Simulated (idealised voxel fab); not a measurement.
You're looking at the process module voxel trench capacitor.
Pictured: cross-section cut, 250 nm wide, on a grid of 5 nm square cells.
Cross-section, as written here: a square-cell grid given band by band from the top down, where a band holds one or more rows of cells.
The entry gives the band's vertical extent as a top height and a bottom height in nm, then its horizontal make-up as materials from left to right, each with a width in nm. "empty" stands for empty space; a single material marked "everywhere" fills the band edge to edge.
Heights from 0 (as-received wafer is one material below). Bottom band endless downward, as "from 0 down".
You'd read "30..40" like this: the band's top row of cells is as wide as the first number, its bottom row is as wide as the second, and going down, every row changes width by the same amount as the row before did.
"nothing was modified", as given for a step, is the statement that not any cell of the cross-section underwent a change during that step.
"Closed void roster" lists enclosed empty spaces (at least 8 cells, no open path upward to the top), each as width x height at distance from the left edge, in nm.
Past the settings on a step's line: simulator remark, on that step.
"overlay nm" on a masked step: distance the mask lay right of its planned place, negative for left.

These are the steps we planned for the process
1,RECEIVE, material Si
2,CONFORMAL_DEP, material SiN, thk nm 10
3,DIRECTIONAL_DEP, material aC, thk nm 10
4,PATTERN, tone open, mask id TRENCH, material resist, width nm 15, pitch nm 40, thk nm 25, overlay nm -15
5,DIRECTIONAL_ETCH, etch materials aC, depth nm 10
6,STRIP, etch materials resist
7,DIRECTIONAL_ETCH, etch materials SiN, depth nm 10
8,DIRECTIONAL_ETCH, etch materials Si, depth nm 40
9,STRIP, etch materials aC
10,CONFORMAL_DEP, material SiO2, thk nm 5
11,FILL_DEP, material polySi, thk nm 10
12,CMP, height nm 10
Variable across wafers: step 4 overlay nm (plan value is that of the first wafer; starting state common to all).

After step 1, as received: first of several wafers, cross-section
* from 0 down = Si everywhere
* Closed void roster: none

Heads up, this table goes wafer by wafer. A row tells you, at the end of the module, how many cells of each material that wafer has put on (+) or dropped (-) since it was received, and then its closed voids
overlay nm -15; -72 Si; +82 SiN; +63 SiO2; +27 polySi; Closed void roster: none
overlay nm -10; -72 Si; +82 SiN; +63 SiO2; +27 polySi; Closed void roster: none
overlay nm -5; -72 Si; +82 SiN; +63 SiO2; +27 polySi; Closed void roster: none
overlay nm 0; -72 Si; +82 SiN; +63 SiO2; +27 polySi; Closed void roster: none
overlay nm 5; -72 Si; +82 SiN; +63 SiO2; +27 polySi; Closed void roster: none
overlay nm 10; -72 Si; +82 SiN; +63 SiO2; +27 polySi; Closed void roster: none
overlay nm 15; -72 Si; +82 SiN; +63 SiO2; +27 polySi; Closed void roster: none
